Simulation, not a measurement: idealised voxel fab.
The process module presented herein is designated voxel released beams.
140 nm wide, 5 nm square cells: that's cross-section cut.
In what follows, cross-sections appear as grids of square cells, described through bands that run from the top down, where every band is one or more rows of cells. Within each band entry, the heights of the top and of the bottom of the band appear first, in that order and in nm; the materials of the band then follow from left to right, each with its corresponding width in nm. The designation "throughout" on a single material indicates that it fills the band from edge to edge; the designation "blank" indicates empty space. Counting heights begins at 0, where everything beneath is, in the wafer as received, one material. The lowest band has no bottom; it goes on downwards, as "0 -> down" shows. Width "30 to 40": first value at the band's top row of cells, second value at its bottom row, equal change from row to row. Step marked "no change"? Then no cell in the cross-section changed in it. "Sealed cavities" contains a list of empty spaces, each no smaller than 8 cells and without an open way to the top, written in the form width x height at distance with the distance from the left edge and all three in nm. Read whatever lies past the settings on a step's line as the simulator's own remark about the step. "overlay nm" answers the question of how far to the right of plan the mask lay on a step that has a mask, and when it is negative the answer is to the left.

# Planned step list for the process
1: RECEIVE with material Si
2: CONFORMAL_DEP with material Al2O3, thk nm 5
3: DIRECTIONAL_DEP with material SiO2, thk nm 10
4: MASKED_ETCH with tone open, mask id ANCHOR, width nm 30, etch materials SiO2, depth nm 10, overlay nm 0
5: CONFORMAL_DEP with material W, thk nm 10
6: MASKED_ETCH with tone cover, mask id BEAM, width nm 80, etch materials W, depth nm 10, overlay nm 0
7: STRIP with etch materials SiO2

# Cross-section, incoming material, after step 1
  0 -> down: Si throughout
  Sealed cavities: none

# Starting structure and process plan are as shown above, but one mistake was made in running the module; the wafer cross-section at the end of the module follows
  25 -> 15: blank (25); W (10); blank (10); W (60); blank (35)
  15 -> 5: blank (25); W (30); blank (85)
  5 -> 0: Al2O3 throughout
  0 -> down: Si throughout
  Sealed cavities: none
Misprocessing identified: step 4 off recipe, ran as MASKED_ETCH with tone open, mask id ANCHOR, width nm 30, etch materials SiO2, depth nm 10, overlay nm -5
